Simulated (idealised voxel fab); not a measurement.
process module | voxel self aligned contacts
cross-section cut | 205 nm wide | cells 5 nm
A cross-section is a grid of square cells, given in bands from the top down. A band is one or more rows of cells.
Each band's line starts with the height of the band's top and of its bottom, in nm. Then come its materials from left to right, each with its width in nm. One material with "throughout" fills the band from edge to edge. "air" is empty space.
Height 0 is the level under which the wafer as received is all one material. The lowest band goes on downwards, as in "0 down".
A width such as "30 to 40" changes by the same amount from each row of cells to the next, from the band's top row to its bottom row.
"no change" after a step means that no cell of the cross-section changed.
closed voids: empty space of 8 cells or more with no open way to the top, each as width x height at its distance from the left edge, in nm
after a step's settings: what the simulator itself notes on the step
overlay nm, on a step with a mask: how far to the right of its planned place the mask lay; to the left if negative
Each pair below shows a cross-section before one step and the cross-section after it, down to the lowest band that changed. The line under each pair gives the step between them, with its settings. The pairs can come from different runs of this module on the same starting wafer, so a pair continues from the pair above only where its "before" says so.
before
  0 down: Si throughout
  closed voids: none
after
  0 to -5: SiO2 throughout
  below -5: unchanged
  closed voids: none
the step between: op OXIDIZE | depth nm 5
before: the cross-section after the pair above
after
  30 to 0: polySi throughout
  below 0: unchanged
  closed voids: none
the step between: op DIRECTIONAL_DEP | material polySi | thk nm 30
before: the cross-section after the pair above
after
  50 to 30: SiN throughout
  below 30: unchanged
  closed voids: none
the step between: op DIRECTIONAL_DEP | material SiN | thk nm 20
before: the cross-section after the pair above
after
  50 to 30: air 60 | SiN 25 | air 35 | SiN 25 | air 60
  below 30: unchanged
  closed voids: none
the step between: op MASKED_ETCH | tone cover | mask id GATE | width nm 25 | pitch nm 60 | etch materials SiN | depth nm 20 | overlay nm 0
before: the cross-section after the pair above
after
  50 to 30: air 60 | SiN 25 | air 35 | SiN 25 | air 60
  30 to 0: air 60 | polySi 25 | air 35 | polySi 25 | air 60
  below 0: unchanged
  closed voids: none
the step between: op MASKED_ETCH | tone cover | mask id GATE | width nm 25 | pitch nm 60 | etch materials polySi | depth nm 30 | overlay nm 0
before: the cross-section after the pair above
after
  55 to 30: air 55 | SiN 35 | air 25 | SiN 35 | air 55
  30 to 5: air 55 | SiN 5 | polySi 25 | SiN 5 | air 25 | SiN 5 | polySi 25 | SiN 5 | air 55
  5 to 0: SiN 60 | polySi 25 | SiN 35 | polySi 25 | SiN 60
  below 0: unchanged
  closed voids: none
the step between: op CONFORMAL_DEP | material SiN | thk nm 5
before: the cross-section after the pair above
after
  50 to 30: air 55 | SiN 35 | air 25 | SiN 35 | air 55
  30 to 0: air 55 | SiN 5 | polySi 25 | SiN 5 | air 25 | SiN 5 | polySi 25 | SiN 5 | air 55
  below 0: unchanged
  closed voids: none
the step between: op DIRECTIONAL_ETCH | etch materials SiN | depth nm 5
before: the cross-section after the pair above
after
  70 to 50: SiO2 throughout
  50 to 30: SiO2 55 | SiN 35 | SiO2 25 | SiN 35 | SiO2 55
  30 to 0: SiO2 55 | SiN 5 | polySi 25 | SiN 5 | SiO2 25 | SiN 5 | polySi 25 | SiN 5 | SiO2 55
  below 0: unchanged
  closed voids: none
the step between: op FILL_DEP | material SiO2 | thk nm 20
before: the cross-section after the pair above
after
  60 to 50: SiO2 throughout
  below 50: unchanged
  closed voids: none
the step between: op CMP | height nm 60
before: the cross-section after the pair above
after
  80 to 60: resist 80 | air 45 | resist 80
  below 60: unchanged
  closed voids: none
the step between: op PATTERN | tone open | mask id CONTACT | material resist | width nm 45 | thk nm 20 | overlay nm 0
before: the cross-section after the pair above
after
  80 to 60: resist 80 | air 45 | resist 80
  60 to 50: SiO2 80 | air 45 | SiO2 80
  50 to 30: SiO2 55 | SiN 35 | air 25 | SiN 35 | SiO2 55
  30 to 0: SiO2 55 | SiN 5 | polySi 25 | SiN 5 | air 25 | SiN 5 | polySi 25 | SiN 5 | SiO2 55
  0 to -5: SiO2 90 | air 25 | SiO2 90
  below -5: unchanged
  closed voids: none
the step between: op DIRECTIONAL_ETCH | etch materials SiO2 | depth nm 65
before: the cross-section after the pair above
after
  60 to 50: SiO2 80 | air 45 | SiO2 80
  below 50: unchanged
  closed voids: none
the step between: op STRIP | etch materials resist
before: the cross-section after the pair above
after
  65 to 60: TiN 85 | air 35 | TiN 85
  60 to 50: SiO2 80 | TiN 5 to 15 | air 35 to 15 | TiN 5 to 15 | SiO2 80
  50 to 30: SiO2 55 | SiN 35 | TiN 5 | air 15 | TiN 5 | SiN 35 | SiO2 55
  30 to 0: SiO2 55 | SiN 5 | polySi 25 | SiN 5 | TiN 5 | air 15 | TiN 5 | SiN 5 | polySi 25 | SiN 5 | SiO2 55
  0 to -5: SiO2 90 | TiN 25 | SiO2 90
  below -5: unchanged
  closed voids: none
the step between: op CONFORMAL_DEP | material TiN | thk nm 5
before: the cross-section after the pair above
after
  70 to 65: W throughout
  65 to 60: TiN 85 | W 35 | TiN 85
  60 to 50: SiO2 80 | TiN 5 to 15 | W 35 to 15 | TiN 5 to 15 | SiO2 80
  50 to 30: SiO2 55 | SiN 35 | TiN 5 | W 15 | TiN 5 | SiN 35 | SiO2 55
  30 to 0: SiO2 55 | SiN 5 | polySi 25 | SiN 5 | TiN 5 | W 15 | TiN 5 | SiN 5 | polySi 25 | SiN 5 | SiO2 55
  below 0: unchanged
  closed voids: none
the step between: op FILL_DEP | material W | thk nm 5
before: the cross-section after the pair above
after
  60 to 50: SiO2 80 | TiN 5 to 15 | W 35 to 15 | TiN 5 to 15 | SiO2 80
  below 50: unchanged
  closed voids: none
the step between: op CMP | height nm 60
before: the cross-section after the pair above
after
  65 to 60: SiN throughout
  below 60: unchanged
  closed voids: none
the step between: op CONFORMAL_DEP | material SiN | thk nm 5
before
  0 down: Si throughout
  closed voids: none
after
  30 to 0: polySi throughout
  below 0: unchanged
  closed voids: none
the step between: op DIRECTIONAL_DEP | material polySi | thk nm 30
before: the cross-section after the pair above
after
  50 to 30: SiN throughout
  below 30: unchanged
  closed voids: none
the step between: op DIRECTIONAL_DEP | material SiN | thk nm 20
before: the cross-section after the pair above
after
  50 to 30: air 60 | SiN 25 | air 35 | SiN 25 | air 60
  below 30: unchanged
  closed voids: none
the step between: op MASKED_ETCH | tone cover | mask id GATE | width nm 25 | pitch nm 60 | etch materials SiN | depth nm 20 | overlay nm 0
before: the cross-section after the pair above
after
  50 to 30: air 60 | SiN 25 | air 35 | SiN 25 | air 60
  30 to 0: air 60 | polySi 25 | air 35 | polySi 25 | air 60
  below 0: unchanged
  closed voids: none
the step between: op MASKED_ETCH | tone cover | mask id GATE | width nm 25 | pitch nm 60 | etch materials polySi | depth nm 30 | overlay nm 0
before: the cross-section after the pair above
after
  55 to 30: air 55 | SiN 35 | air 25 | SiN 35 | air 55
  30 to 5: air 55 | SiN 5 | polySi 25 | SiN 5 | air 25 | SiN 5 | polySi 25 | SiN 5 | air 55
  5 to 0: SiN 60 | polySi 25 | SiN 35 | polySi 25 | SiN 60
  below 0: unchanged
  closed voids: none
the step between: op CONFORMAL_DEP | material SiN | thk nm 5
before: the cross-section after the pair above
after
  50 to 30: air 55 | SiN 35 | air 25 | SiN 35 | air 55
  30 to 0: air 55 | SiN 5 | polySi 25 | SiN 5 | air 25 | SiN 5 | polySi 25 | SiN 5 | air 55
  below 0: unchanged
  closed voids: none
the step between: op DIRECTIONAL_ETCH | etch materials SiN | depth nm 5
before: the cross-section after the pair above
after
  70 to 50: SiO2 throughout
  50 to 30: SiO2 55 | SiN 35 | SiO2 25 | SiN 35 | SiO2 55
  30 to 0: SiO2 55 | SiN 5 | polySi 25 | SiN 5 | SiO2 25 | SiN 5 | polySi 25 | SiN 5 | SiO2 55
  below 0: unchanged
  closed voids: none
the step between: op FILL_DEP | material SiO2 | thk nm 20
before: the cross-section after the pair above
after
  60 to 50: SiO2 throughout
  below 50: unchanged
  closed voids: none
the step between: op CMP | height nm 60
before: the cross-section after the pair above
after
  80 to 60: resist 80 | air 45 | resist 80
  below 60: unchanged
  closed voids: none
the step between: op PATTERN | tone open | mask id CONTACT | material resist | width nm 45 | thk nm 20 | overlay nm 0
before: the cross-section after the pair above
after
  80 to 60: resist 80 | air 45 | resist 80
  60 to 50: SiO2 80 | air 45 | SiO2 80
  50 to 30: SiO2 55 | SiN 35 | air 25 | SiN 35 | SiO2 55
  30 to 0: SiO2 55 | SiN 5 | polySi 25 | SiN 5 | air 25 | SiN 5 | polySi 25 | SiN 5 | SiO2 55
  below 0: unchanged
  closed voids: none
the step between: op DIRECTIONAL_ETCH | etch materials SiO2 | depth nm 65
before: the cross-section after the pair above
after
  60 to 50: SiO2 80 | air 45 | SiO2 80
  below 50: unchanged
  closed voids: none
the step between: op STRIP | etch materials resist
before: the cross-section after the pair above
after
  65 to 60: TiN 85 | air 35 | TiN 85
  60 to 50: SiO2 80 | TiN 5 to 15 | air 35 to 15 | TiN 5 to 15 | SiO2 80
  50 to 30: SiO2 55 | SiN 35 | TiN 5 | air 15 | TiN 5 | SiN 35 | SiO2 55
  30 to 5: SiO2 55 | SiN 5 | polySi 25 | SiN 5 | TiN 5 | air 15 | TiN 5 | SiN 5 | polySi 25 | SiN 5 | SiO2 55
  5 to 0: SiO2 55 | SiN 5 | polySi 25 | SiN 5 | TiN 25 | SiN 5 | polySi 25 | SiN 5 | SiO2 55
  below 0: unchanged
  closed voids: none
the step between: op CONFORMAL_DEP | material TiN | thk nm 5
before: the cross-section after the pair above
after
  70 to 65: W throughout
  65 to 60: TiN 85 | W 35 | TiN 85
  60 to 50: SiO2 80 | TiN 5 to 15 | W 35 to 15 | TiN 5 to 15 | SiO2 80
  50 to 30: SiO2 55 | SiN 35 | TiN 5 | W 15 | TiN 5 | SiN 35 | SiO2 55
  30 to 5: SiO2 55 | SiN 5 | polySi 25 | SiN 5 | TiN 5 | W 15 | TiN 5 | SiN 5 | polySi 25 | SiN 5 | SiO2 55
  below 5: unchanged
  closed voids: none
the step between: op FILL_DEP | material W | thk nm 5
before: the cross-section after the pair above
after
  60 to 50: SiO2 80 | TiN 5 to 15 | W 35 to 15 | TiN 5 to 15 | SiO2 80
  below 50: unchanged
  closed voids: none
the step between: op CMP | height nm 60
before: the cross-section after the pair above
after
  65 to 60: SiN throughout
  below 60: unchanged
  closed voids: none
the step between: op CONFORMAL_DEP | material SiN | thk nm 5
before
  30 to 0: polySi throughout
  0 to -5: SiO2 throughout
  -5 down: Si throughout
  closed voids: none
after
  60 to 0: polySi throughout
  below 0: unchanged
  closed voids: none
the step between: op DIRECTIONAL_DEP | material polySi | thk nm 30
before: the cross-section after the pair above
after
  80 to 60: SiN throughout
  below 60: unchanged
  closed voids: none
the step between: op DIRECTIONAL_DEP | material SiN | thk nm 20
before: the cross-section after the pair above
after
  80 to 60: air 60 | SiN 25 | air 35 | SiN 25 | air 60
  below 60: unchanged
  closed voids: none
the step between: op MASKED_ETCH | tone cover | mask id GATE | width nm 25 | pitch nm 60 | etch materials SiN | depth nm 20 | overlay nm 0
before: the cross-section after the pair above
after
  80 to 60: air 60 | SiN 25 | air 35 | SiN 25 | air 60
  60 to 30: air 60 | polySi 25 | air 35 | polySi 25 | air 60
  below 30: unchanged
  closed voids: none
the step between: op MASKED_ETCH | tone cover | mask id GATE | width nm 25 | pitch nm 60 | etch materials polySi | depth nm 30 | overlay nm 0
before: the cross-section after the pair above
after
  85 to 60: air 55 | SiN 35 | air 25 | SiN 35 | air 55
  60 to 35: air 55 | SiN 5 | polySi 25 | SiN 5 | air 25 | SiN 5 | polySi 25 | SiN 5 | air 55
  35 to 30: SiN 60 | polySi 25 | SiN 35 | polySi 25 | SiN 60
  below 30: unchanged
  closed voids: none
the step between: op CONFORMAL_DEP | material SiN | thk nm 5
before: the cross-section after the pair above
after
  80 to 60: air 55 | SiN 35 | air 25 | SiN 35 | air 55
  60 to 30: air 55 | SiN 5 | polySi 25 | SiN 5 | air 25 | SiN 5 | polySi 25 | SiN 5 | air 55
  below 30: unchanged
  closed voids: none
the step between: op DIRECTIONAL_ETCH | etch materials SiN | depth nm 5
before: the cross-section after the pair above
after
  100 to 80: SiO2 throughout
  80 to 60: SiO2 55 | SiN 35 | SiO2 25 | SiN 35 | SiO2 55
  60 to 30: SiO2 55 | SiN 5 | polySi 25 | SiN 5 | SiO2 25 | SiN 5 | polySi 25 | SiN 5 | SiO2 55
  below 30: unchanged
  closed voids: none
the step between: op FILL_DEP | material SiO2 | thk nm 20
before: the cross-section after the pair above
after
  60 to 30: SiO2 55 | SiN 5 | polySi 25 | SiN 5 | SiO2 25 | SiN 5 | polySi 25 | SiN 5 | SiO2 55
  below 30: unchanged
  closed voids: none
the step between: op CMP | height nm 60
before: the cross-section after the pair above
after
  80 to 60: resist 80 | air 45 | resist 80
  below 60: unchanged
  closed voids: none
the step between: op PATTERN | tone open | mask id CONTACT | material resist | width nm 45 | thk nm 20 | overlay nm 0
before: the cross-section after the pair above
after
  80 to 60: resist 80 | air 45 | resist 80
  60 to 30: SiO2 55 | SiN 5 | polySi 25 | SiN 5 | air 25 | SiN 5 | polySi 25 | SiN 5 | SiO2 55
  below 30: unchanged
  closed voids: none
the step between: op DIRECTIONAL_ETCH | etch materials SiO2 | depth nm 65
before: the cross-section after the pair above
after
  60 to 30: SiO2 55 | SiN 5 | polySi 25 | SiN 5 | air 25 | SiN 5 | polySi 25 | SiN 5 | SiO2 55
  below 30: unchanged
  closed voids: none
the step between: op STRIP | etch materials resist
before: the cross-section after the pair above
after
  65 to 60: TiN 95 | air 15 | TiN 95
  60 to 35: SiO2 55 | SiN 5 | polySi 25 | SiN 5 | TiN 5 | air 15 | TiN 5 | SiN 5 | polySi 25 | SiN 5 | SiO2 55
  35 to 30: SiO2 55 | SiN 5 | polySi 25 | SiN 5 | TiN 25 | SiN 5 | polySi 25 | SiN 5 | SiO2 55
  below 30: unchanged
  closed voids: none
the step between: op CONFORMAL_DEP | material TiN | thk nm 5
before: the cross-section after the pair above
after
  70 to 65: W throughout
  65 to 60: TiN 95 | W 15 | TiN 95
  60 to 35: SiO2 55 | SiN 5 | polySi 25 | SiN 5 | TiN 5 | W 15 | TiN 5 | SiN 5 | polySi 25 | SiN 5 | SiO2 55
  below 35: unchanged
  closed voids: none
the step between: op FILL_DEP | material W | thk nm 5
before: the cross-section after the pair above
after
  60 to 35: SiO2 55 | SiN 5 | polySi 25 | SiN 5 | TiN 5 | W 15 | TiN 5 | SiN 5 | polySi 25 | SiN 5 | SiO2 55
  below 35: unchanged
  closed voids: none
the step between: op CMP | height nm 60
before: the cross-section after the pair above
after
  65 to 60: SiN throughout
  below 60: unchanged
  closed voids: none
the step between: op CONFORMAL_DEP | material SiN | thk nm 5
before
  0 to -5: SiO2 throughout
  -5 down: Si throughout
  closed voids: none
after
  20 to 0: SiN throughout
  below 0: unchanged
  closed voids: none
the step between: op DIRECTIONAL_DEP | material SiN | thk nm 20
before: the cross-section after the pair above
after
  50 to 20: polySi throughout
  below 20: unchanged
  closed voids: none
the step between: op DIRECTIONAL_DEP | material polySi | thk nm 30
before: the cross-section after the pair above
after
  50 to 20: air 60 | polySi 25 | air 35 | polySi 25 | air 60
  below 20: unchanged
  closed voids: none
the step between: op MASKED_ETCH | tone cover | mask id GATE | width nm 25 | pitch nm 60 | etch materials polySi | depth nm 30 | overlay nm 0
before: the cross-section after the pair above
after
  55 to 50: air 55 | SiN 35 | air 25 | SiN 35 | air 55
  50 to 25: air 55 | SiN 5 | polySi 25 | SiN 5 | air 25 | SiN 5 | polySi 25 | SiN 5 | air 55
  25 to 20: SiN 60 | polySi 25 | SiN 35 | polySi 25 | SiN 60
  below 20: unchanged
  closed voids: none
the step between: op CONFORMAL_DEP | material SiN | thk nm 5
before: the cross-section after the pair above
after
  50 to 20: air 55 | SiN 5 | polySi 25 | SiN 5 | air 25 | SiN 5 | polySi 25 | SiN 5 | air 55
  below 20: unchanged
  closed voids: none
the step between: op DIRECTIONAL_ETCH | etch materials SiN | depth nm 5
before: the cross-section after the pair above
after
  70 to 50: SiO2 throughout
  50 to 20: SiO2 55 | SiN 5 | polySi 25 | SiN 5 | SiO2 25 | SiN 5 | polySi 25 | SiN 5 | SiO2 55
  below 20: unchanged
  closed voids: none
the step between: op FILL_DEP | material SiO2 | thk nm 20
before: the cross-section after the pair above
after
  60 to 50: SiO2 throughout
  below 50: unchanged
  closed voids: none
the step between: op CMP | height nm 60
before: the cross-section after the pair above
after
  80 to 60: resist 80 | air 45 | resist 80
  below 60: unchanged
  closed voids: none
the step between: op PATTERN | tone open | mask id CONTACT | material resist | width nm 45 | thk nm 20 | overlay nm 0
before: the cross-section after the pair above
after
  80 to 60: resist 80 | air 45 | resist 80
  60 to 50: SiO2 80 | air 45 | SiO2 80
  50 to 20: SiO2 55 | SiN 5 | polySi 25 | SiN 5 | air 25 | SiN 5 | polySi 25 | SiN 5 | SiO2 55
  below 20: unchanged
  closed voids: none
the step between: op DIRECTIONAL_ETCH | etch materials SiO2 | depth nm 65
before: the cross-section after the pair above
after
  60 to 50: SiO2 80 | air 45 | SiO2 80
  below 50: unchanged
  closed voids: none
the step between: op STRIP | etch materials resist
before: the cross-section after the pair above
after
  65 to 60: TiN 85 | air 35 | TiN 85
  60 to 50: SiO2 80 | TiN 5 to 15 | air 35 to 15 | TiN 5 to 15 | SiO2 80
  50 to 25: SiO2 55 | SiN 5 | polySi 25 | SiN 5 | TiN 5 | air 15 | TiN 5 | SiN 5 | polySi 25 | SiN 5 | SiO2 55
  25 to 20: SiO2 55 | SiN 5 | polySi 25 | SiN 5 | TiN 25 | SiN 5 | polySi 25 | SiN 5 | SiO2 55
  below 20: unchanged
  closed voids: none
the step between: op CONFORMAL_DEP | material TiN | thk nm 5
before: the cross-section after the pair above
after
  70 to 65: W throughout
  65 to 60: TiN 85 | W 35 | TiN 85
  60 to 50: SiO2 80 | TiN 5 to 15 | W 35 to 15 | TiN 5 to 15 | SiO2 80
  50 to 25: SiO2 55 | SiN 5 | polySi 25 | SiN 5 | TiN 5 | W 15 | TiN 5 | SiN 5 | polySi 25 | SiN 5 | SiO2 55
  below 25: unchanged
  closed voids: none
the step between: op FILL_DEP | material W | thk nm 5
before: the cross-section after the pair above
after
  60 to 50: SiO2 80 | TiN 5 to 15 | W 35 to 15 | TiN 5 to 15 | SiO2 80
  below 50: unchanged
  closed voids: none
the step between: op CMP | height nm 60
before: the cross-section after the pair above
after
  65 to 60: SiN throughout
  below 60: unchanged
  closed voids: none
the step between: op CONFORMAL_DEP | material SiN | thk nm 5
before
  70 to 50: SiO2 throughout
  50 to 30: SiO2 55 | SiN 35 | SiO2 25 | SiN 35 | SiO2 55
  30 to 0: SiO2 55 | SiN 5 | polySi 25 | SiN 5 | SiO2 25 | SiN 5 | polySi 25 | SiN 5 | SiO2 55
  0 to -5: SiO2 throughout
  -5 down: Si throughout
  closed voids: none
after
  55 to 50: SiO2 throughout
  below 50: unchanged
  closed voids: none
the step between: op CMP | height nm 55
before: the cross-section after the pair above
after
  75 to 55: resist 80 | air 45 | resist 80
  below 55: unchanged
  closed voids: none
the step between: op PATTERN | tone open | mask id CONTACT | material resist | width nm 45 | thk nm 20 | overlay nm 0
before: the cross-section after the pair above
after
  75 to 55: resist 80 | air 45 | resist 80
  55 to 50: SiO2 80 | air 45 | SiO2 80
  50 to 30: SiO2 55 | SiN 35 | air 25 | SiN 35 | SiO2 55
  30 to 0: SiO2 55 | SiN 5 | polySi 25 | SiN 5 | air 25 | SiN 5 | polySi 25 | SiN 5 | SiO2 55
  0 to -5: SiO2 90 | air 25 | SiO2 90
  below -5: unchanged
  closed voids: none
the step between: op DIRECTIONAL_ETCH | etch materials SiO2 | depth nm 65
before: the cross-section after the pair above
after
  55 to 50: SiO2 80 | air 45 | SiO2 80
  below 50: unchanged
  closed voids: none
the step between: op STRIP | etch materials resist
before: the cross-section after the pair above
after
  60 to 55: TiN 85 | air 35 | TiN 85
  55 to 50: SiO2 80 | TiN 15 | air 15 | TiN 15 | SiO2 80
  50 to 30: SiO2 55 | SiN 35 | TiN 5 | air 15 | TiN 5 | SiN 35 | SiO2 55
  30 to 0: SiO2 55 | SiN 5 | polySi 25 | SiN 5 | TiN 5 | air 15 | TiN 5 | SiN 5 | polySi 25 | SiN 5 | SiO2 55
  0 to -5: SiO2 90 | TiN 25 | SiO2 90
  below -5: unchanged
  closed voids: none
the step between: op CONFORMAL_DEP | material TiN | thk nm 5
before: the cross-section after the pair above
after
  65 to 60: W throughout
  60 to 55: TiN 85 | W 35 | TiN 85
  55 to 50: SiO2 80 | TiN 15 | W 15 | TiN 15 | SiO2 80
  50 to 30: SiO2 55 | SiN 35 | TiN 5 | W 15 | TiN 5 | SiN 35 | SiO2 55
  30 to 0: SiO2 55 | SiN 5 | polySi 25 | SiN 5 | TiN 5 | W 15 | TiN 5 | SiN 5 | polySi 25 | SiN 5 | SiO2 55
  below 0: unchanged
  closed voids: none
the step between: op FILL_DEP | material W | thk nm 5
before: the cross-section after the pair above
after
  60 to 55: TiN 85 | W 35 | TiN 85
  below 55: unchanged
  closed voids: none
the step between: op CMP | height nm 60
before: the cross-section after the pair above
after
  65 to 60: SiN throughout
  below 60: unchanged
  closed voids: none
the step between: op CONFORMAL_DEP | material SiN | thk nm 5
before
  50 to 30: SiN throughout
  30 to 0: polySi throughout
  0 to -5: SiO2 throughout
  -5 down: Si throughout
  closed voids: none
after
  50 to 30: air 55 | SiN 35 | air 25 | SiN 35 | air 55
  below 30: unchanged
  closed voids: none
the step between: op MASKED_ETCH | tone cover | mask id GATE | width nm 35 | pitch nm 60 | etch materials SiN | depth nm 20 | overlay nm 0
before: the cross-section after the pair above
after
  50 to 30: air 55 | SiN 35 | air 25 | SiN 35 | air 55
  30 to 0: air 55 | polySi 35 | air 25 | polySi 35 | air 55
  below 0: unchanged
  closed voids: none
the step between: op MASKED_ETCH | tone cover | mask id GATE | width nm 25 | pitch nm 60 | etch materials polySi | depth nm 30 | overlay nm 0
before: the cross-section after the pair above
after
  55 to 30: air 50 | SiN 45 | air 15 | SiN 45 | air 50
  30 to 5: air 50 | SiN 5 | polySi 35 | SiN 5 | air 15 | SiN 5 | polySi 35 | SiN 5 | air 50
  5 to 0: SiN 55 | polySi 35 | SiN 25 | polySi 35 | SiN 55
  below 0: unchanged
  closed voids: none
the step between: op CONFORMAL_DEP | material SiN | thk nm 5
before: the cross-section after the pair above
after
  50 to 30: air 50 | SiN 45 | air 15 | SiN 45 | air 50
  30 to 0: air 50 | SiN 5 | polySi 35 | SiN 5 | air 15 | SiN 5 | polySi 35 | SiN 5 | air 50
  below 0: unchanged
  closed voids: none
the step between: op DIRECTIONAL_ETCH | etch materials SiN | depth nm 5
before: the cross-section after the pair above
after
  70 to 50: SiO2 throughout
  50 to 30: SiO2 50 | SiN 45 | SiO2 15 | SiN 45 | SiO2 50
  30 to 0: SiO2 50 | SiN 5 | polySi 35 | SiN 5 | SiO2 15 | SiN 5 | polySi 35 | SiN 5 | SiO2 50
  below 0: unchanged
  closed voids: none
the step between: op FILL_DEP | material SiO2 | thk nm 20
before: the cross-section after the pair above
after
  60 to 50: SiO2 throughout
  below 50: unchanged
  closed voids: none
the step between: op CMP | height nm 60
before: the cross-section after the pair above
after
  80 to 60: resist 80 | air 45 | resist 80
  below 60: unchanged
  closed voids: none
the step between: op PATTERN | tone open | mask id CONTACT | material resist | width nm 45 | thk nm 20 | overlay nm 0
before: the cross-section after the pair above
after
  80 to 60: resist 80 | air 45 | resist 80
  60 to 50: SiO2 80 | air 45 | SiO2 80
  50 to 30: SiO2 50 | SiN 45 | air 15 | SiN 45 | SiO2 50
  30 to 0: SiO2 50 | SiN 5 | polySi 35 | SiN 5 | air 15 | SiN 5 | polySi 35 | SiN 5 | SiO2 50
  0 to -5: SiO2 95 | air 15 | SiO2 95
  below -5: unchanged
  closed voids: none
the step between: op DIRECTIONAL_ETCH | etch materials SiO2 | depth nm 65
before: the cross-section after the pair above
after
  60 to 50: SiO2 80 | air 45 | SiO2 80
  below 50: unchanged
  closed voids: none
the step between: op STRIP | etch materials resist
before: the cross-section after the pair above
after
  65 to 60: TiN 85 | air 35 | TiN 85
  60 to 50: SiO2 80 | TiN 5 to 20 | air 35 to 5 | TiN 5 to 20 | SiO2 80
  50 to 30: SiO2 50 | SiN 45 | TiN 5 | air 5 | TiN 5 | SiN 45 | SiO2 50
  30 to 0: SiO2 50 | SiN 5 | polySi 35 | SiN 5 | TiN 5 | air 5 | TiN 5 | SiN 5 | polySi 35 | SiN 5 | SiO2 50
  0 to -5: SiO2 95 | TiN 15 | SiO2 95
  below -5: unchanged
  closed voids: none
the step between: op CONFORMAL_DEP | material TiN | thk nm 5
before: the cross-section after the pair above
after
  70 to 65: W throughout
  65 to 60: TiN 85 | W 35 | TiN 85
  60 to 50: SiO2 80 | TiN 5 to 20 | W 35 to 5 | TiN 5 to 20 | SiO2 80
  50 to 30: SiO2 50 | SiN 45 | TiN 5 | W 5 | TiN 5 | SiN 45 | SiO2 50
  30 to 0: SiO2 50 | SiN 5 | polySi 35 | SiN 5 | TiN 5 | W 5 | TiN 5 | SiN 5 | polySi 35 | SiN 5 | SiO2 50
  below 0: unchanged
  closed voids: none
the step between: op FILL_DEP | material W | thk nm 5
before: the cross-section after the pair above
after
  60 to 50: SiO2 80 | TiN 5 to 20 | W 35 to 5 | TiN 5 to 20 | SiO2 80
  below 50: unchanged
  closed voids: none
the step between: op CMP | height nm 60
before: the cross-section after the pair above
after
  65 to 60: SiN throughout
  below 60: unchanged
  closed voids: none
the step between: op CONFORMAL_DEP | material SiN | thk nm 5
before
  50 to 30: SiN throughout
  30 to 0: polySi throughout
  0 to -5: SiO2 throughout
  -5 down: Si throughout
  closed voids: none
after
  50 to 30: air 50 | SiN 25 | air 35 | SiN 25 | air 70
  below 30: unchanged
  closed voids: none
the step between: op MASKED_ETCH | tone cover | mask id GATE | width nm 25 | pitch nm 60 | etch materials SiN | depth nm 20 | overlay nm -10
before: the cross-section after the pair above
after
  50 to 30: air 50 | SiN 25 | air 35 | SiN 25 | air 70
  30 to 0: air 50 | polySi 35 | air 25 | polySi 35 | air 60
  below 0: unchanged
  closed voids: none
the step between: op MASKED_ETCH | tone cover | mask id GATE | width nm 25 | pitch nm 60 | etch materials polySi | depth nm 30 | overlay nm 0
before: the cross-section after the pair above
after
  55 to 35: air 45 | SiN 35 | air 25 | SiN 35 | air 65
  35 to 30: air 45 | SiN 45 | air 15 | SiN 45 | air 55
  30 to 5: air 45 | SiN 5 | polySi 35 | SiN 5 | air 15 | SiN 5 | polySi 35 | SiN 5 | air 55
  5 to 0: SiN 50 | polySi 35 | SiN 25 | polySi 35 | SiN 60
  below 0: unchanged
  closed voids: none
the step between: op CONFORMAL_DEP | material SiN | thk nm 5
before: the cross-section after the pair above
after
  50 to 30: air 45 | SiN 35 | air 25 | SiN 35 | air 65
  30 to 0: air 45 | SiN 5 | polySi 35 | SiN 5 | air 15 | SiN 5 | polySi 35 | SiN 5 | air 55
  below 0: unchanged
  closed voids: none
the step between: op DIRECTIONAL_ETCH | etch materials SiN | depth nm 5
before: the cross-section after the pair above
after
  70 to 50: SiO2 throughout
  50 to 30: SiO2 45 | SiN 35 | SiO2 25 | SiN 35 | SiO2 65
  30 to 0: SiO2 45 | SiN 5 | polySi 35 | SiN 5 | SiO2 15 | SiN 5 | polySi 35 | SiN 5 | SiO2 55
  below 0: unchanged
  closed voids: none
the step between: op FILL_DEP | material SiO2 | thk nm 20
before: the cross-section after the pair above
after
  60 to 50: SiO2 throughout
  below 50: unchanged
  closed voids: none
the step between: op CMP | height nm 60
before: the cross-section after the pair above
after
  80 to 60: resist 80 | air 45 | resist 80
  below 60: unchanged
  closed voids: none
the step between: op PATTERN | tone open | mask id CONTACT | material resist | width nm 45 | thk nm 20 | overlay nm 0
before: the cross-section after the pair above
after
  80 to 60: resist 80 | air 45 | resist 80
  60 to 50: SiO2 80 | air 45 | SiO2 80
  50 to 30: SiO2 45 | SiN 35 | air 25 | SiN 35 | SiO2 65
  30 to 0: SiO2 45 | SiN 5 | polySi 35 | SiN 5 | air 15 | SiN 5 | polySi 35 | SiN 5 | SiO2 55
  0 to -5: SiO2 90 | air 15 | SiO2 100
  below -5: unchanged
  closed voids: none
the step between: op DIRECTIONAL_ETCH | etch materials SiO2 | depth nm 65
before: the cross-section after the pair above
after
  60 to 50: SiO2 80 | air 45 | SiO2 80
  below 50: unchanged
  closed voids: none
the step between: op STRIP | etch materials resist
before: the cross-section after the pair above
after
  65 to 60: TiN 85 | air 35 | TiN 85
  60 to 50: SiO2 80 | TiN 5 | air 35 to 15 | TiN 5 to 25 | SiO2 80
  50 to 35: SiO2 45 | SiN 35 | TiN 5 | air 15 | TiN 5 | SiN 35 | SiO2 65
  35 to 30: SiO2 45 | SiN 35 | TiN 15 | air 5 | TiN 5 | SiN 35 | SiO2 65
  30 to 0: SiO2 45 | SiN 5 | polySi 35 | SiN 5 | TiN 5 | air 5 | TiN 5 | SiN 5 | polySi 35 | SiN 5 | SiO2 55
  0 to -5: SiO2 90 | TiN 15 | SiO2 100
  below -5: unchanged
  closed voids: none
the step between: op CONFORMAL_DEP | material TiN | thk nm 5
before: the cross-section after the pair above
after
  70 to 65: W throughout
  65 to 60: TiN 85 | W 35 | TiN 85
  60 to 50: SiO2 80 | TiN 5 | W 35 to 15 | TiN 5 to 25 | SiO2 80
  50 to 35: SiO2 45 | SiN 35 | TiN 5 | W 15 | TiN 5 | SiN 35 | SiO2 65
  35 to 30: SiO2 45 | SiN 35 | TiN 15 | W 5 | TiN 5 | SiN 35 | SiO2 65
  30 to 0: SiO2 45 | SiN 5 | polySi 35 | SiN 5 | TiN 5 | W 5 | TiN 5 | SiN 5 | polySi 35 | SiN 5 | SiO2 55
  below 0: unchanged
  closed voids: none
the step between: op FILL_DEP | material W | thk nm 5
before: the cross-section after the pair above
after
  60 to 50: SiO2 80 | TiN 5 | W 35 to 15 | TiN 5 to 25 | SiO2 80
  below 50: unchanged
  closed voids: none
the step between: op CMP | height nm 60
before: the cross-section after the pair above
after
  65 to 60: SiN throughout
  below 60: unchanged
  closed voids: none
the step between: op CONFORMAL_DEP | material SiN | thk nm 5
